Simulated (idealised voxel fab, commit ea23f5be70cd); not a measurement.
process module | voxel released beams
cross-section cut | 235 nm wide | cells 5 nm
A cross-section is a grid of square cells, given in bands from the top down. A band is one or more rows of cells.
Each band's line starts with the height of the band's top and of its bottom, in nm. Then come its materials from left to right, each with its width in nm. One material with "throughout" fills the band from edge to edge. "air" is empty space.
Height 0 is the level under which the wafer as received is all one material. The lowest band goes on downwards, as in "0 down".
A width such as "30 to 40" changes by the same amount from each row of cells to the next, from the band's top row to its bottom row.
"no change" after a step means that no cell of the cross-section changed.
closed voids: empty space of 8 cells or more with no open way to the top, each as width x height at its distance from the left edge, in nm
after a step's settings: what the simulator itself notes on the step
overlay nm, on a step with a mask: how far to the right of its planned place the mask lay; to the left if negative
plan
1 op RECEIVE | material Si
2 op CONFORMAL_DEP | material SiN | thk nm 10
3 op DIRECTIONAL_DEP | material SiO2 | thk nm 15
4 op DIRECTIONAL_DEP | material aC | thk nm 10
5 op PATTERN | tone open | mask id ANCHOR | material resist | width nm 35 | thk nm 25 | overlay nm 0
6 op DIRECTIONAL_ETCH | etch materials aC | depth nm 10
7 op STRIP | etch materials resist
8 op DIRECTIONAL_ETCH | etch materials SiO2 | depth nm 5
9 op STRIP | etch materials aC
10 op CONFORMAL_DEP | material TiN | thk nm 10
11 op DIRECTIONAL_DEP | material aC | thk nm 15
12 op PATTERN | tone cover | mask id BEAM | material resist | width nm 90 | thk nm 30 | overlay nm 0
13 op DIRECTIONAL_ETCH | etch materials aC | depth nm 15
14 op STRIP | etch materials resist
15 op DIRECTIONAL_ETCH | etch materials TiN | depth nm 10
16 op STRIP | etch materials aC
17 op STRIP | etch materials SiO2
varied across the wafers: depth nm of step 8. The plan shows the first wafer's value. All wafers start alike
first wafer as received, after step 1
  0 down: Si throughout
  closed voids: none
each wafer at the end: cells of each material gained (+) or lost (-) since it was received, then its closed voids
depth nm 5 | +94 SiN | closed voids: none
depth nm 10 | +94 SiN | closed voids: none
depth nm 15 | +94 SiN | +48 TiN | closed voids: none
depth nm 20 | +94 SiN | +48 TiN | closed voids: none
depth nm 25 | +94 SiN | +48 TiN | closed voids: none
depth nm 30 | +94 SiN | +48 TiN | closed voids: none
